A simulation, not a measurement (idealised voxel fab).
Process module in this document: voxel local oxidation
cross-section cut | 205 nm wide | cells 5 nm
If you're reading a cross-section in this doc, picture square cells in a grid; it comes to you as bands, top ones listed first down to the bottom, and a band can be one or more rows of cells. Heads up on the band format: heights come first, top then bottom, in nm. After that it's the materials left to right, each with its width in nm. A single material flagged "everywhere" fills the whole band edge to edge, and "empty" means there's empty space there. Heights are reckoned from 0. Under this level, the received wafer is all of one material. The bottommost band is open-ended downward, for example "z 0 and below". The expression "30..40" gives the width at the extremes of the band, the first number at its top row of cells and the second at its bottom row, with the width changing by equal amounts from each row to the next in between. Key: "left unchanged" - step with no changed cell in the cross-section. Enclosed voids (no open way to top), threshold 8 cells or more, entry "Sealed-off cavities", notation width x height at distance, distance from left edge, nm. What comes after the settings on a step's line is commentary from the simulator itself on that step. overlay nm: how far to the right of its planned place the mask lay on this masked step (negative: to the left).
# Below is the list of planned process steps
step 1: RECEIVE (material Si)
step 2: CONFORMAL_DEP (material SiO2; thk nm 5)
step 3: CONFORMAL_DEP (material SiN; thk nm 15)
step 4: DIRECTIONAL_DEP (material aC; thk nm 10)
step 5: PATTERN (tone cover; mask id ACTIVE; material resist; width nm 90; thk nm 30; overlay nm 0)
step 6: DIRECTIONAL_ETCH (etch materials aC; depth nm 10)
step 7: STRIP (etch materials resist)
step 8: DIRECTIONAL_ETCH (etch materials SiN; depth nm 15)
step 9: STRIP (etch materials aC)
step 10: SELECTIVE_ETCH (etch materials SiO2; depth nm 5)
step 11: OXIDIZE (depth nm 15)
step 12: STRIP (etch materials SiN)
# Run as planned: first of two wafers
# Wafer at receipt (post step 1), cross-section
	z 0 and below  Si everywhere
	Sealed-off cavities: none
# Cross-section of the wafer after step 2
	z 5 to 0  SiO2 everywhere
	No changes below 0.
# Cross-section of the wafer after step 3
	z 20 to 5  SiN everywhere
	No changes below 5.
# Cross-section of the wafer after step 4
	z 30 to 20  aC everywhere
	No changes below 20.
# Cross-section of the wafer after step 5
	z 60 to 30  empty: 55  resist: 90  empty: 60
	No changes below 30.
# Cross-section of the wafer after step 6
	z 50 to 30  empty: 55  resist: 90  empty: 60
	z 30 to 20  empty: 55  aC: 90  empty: 60
	No changes below 20.
# Cross-section of the wafer after step 7
	z 30 to 20  empty: 55  aC: 90  empty: 60
	No changes below 20.
# Cross-section of the wafer after step 8
	z 30 to 20  empty: 55  aC: 90  empty: 60
	z 20 to 5  empty: 55  SiN: 90  empty: 60
	No changes below 5.
# Cross-section of the wafer after step 9
	z 20 to 5  empty: 55  SiN: 90  empty: 60
	No changes below 5.
# Cross-section of the wafer after step 10
	z 20 to 5  empty: 55  SiN: 90  empty: 60
	z 5 to 0  empty: 60  SiO2: 80  empty: 65
	No changes below 0.
# Cross-section of the wafer after step 11
	z 20 to 5  empty: 55  SiN: 90  empty: 60
	z 5 to 0  empty: 60  SiO2: 80  empty: 65
	z 0 to -15  SiO2: 75  Si: 50  SiO2: 80
	No changes below -15.
# Cross-section of the wafer after step 12
	z 5 to 0  empty: 60  SiO2: 80  empty: 65
	No changes below 0.
# Okay, second wafer. Nothing different at the start, nothing different in the plan, just one mistake somewhere in the running. As far as step 4, counting that step, it's the first wafer all over again
# Look at the second wafer in cross-section at the time step 5 ought to have finished
	z 60 to 30  empty: 45  resist: 90  empty: 70
	No changes below 30.
# Look at the second wafer in cross-section at the time step 6 ought to have finished
	z 50 to 30  empty: 45  resist: 90  empty: 70
	z 30 to 20  empty: 45  aC: 90  empty: 70
	No changes below 20.
# Look at the second wafer in cross-section at the time step 7 ought to have finished
	z 30 to 20  empty: 45  aC: 90  empty: 70
	No changes below 20.
# Look at the second wafer in cross-section at the time step 8 ought to have finished
	z 30 to 20  empty: 45  aC: 90  empty: 70
	z 20 to 5  empty: 45  SiN: 90  empty: 70
	No changes below 5.
# Look at the second wafer in cross-section at the time step 9 ought to have finished
	z 20 to 5  empty: 45  SiN: 90  empty: 70
	No changes below 5.
# Look at the second wafer in cross-section at the time step 10 ought to have finished
	z 20 to 5  empty: 45  SiN: 90  empty: 70
	z 5 to 0  empty: 50  SiO2: 80  empty: 75
	No changes below 0.
# Look at the second wafer in cross-section at the time step 11 ought to have finished
	z 20 to 5  empty: 45  SiN: 90  empty: 70
	z 5 to 0  empty: 50  SiO2: 80  empty: 75
	z 0 to -15  SiO2: 65  Si: 50  SiO2: 90
	No changes below -15.
# Look at the second wafer in cross-section at the time step 12 ought to have finished
	z 5 to 0  empty: 50  SiO2: 80  empty: 75
	No changes below 0.
What was the processing mistake? step 5: run off-plan, actual operation and settings PATTERN (tone cover; mask id ACTIVE; material resist; width nm 90; thk nm 30; overlay nm -10)
End check, second vs first wafer: material counts in cells match, positions do not.
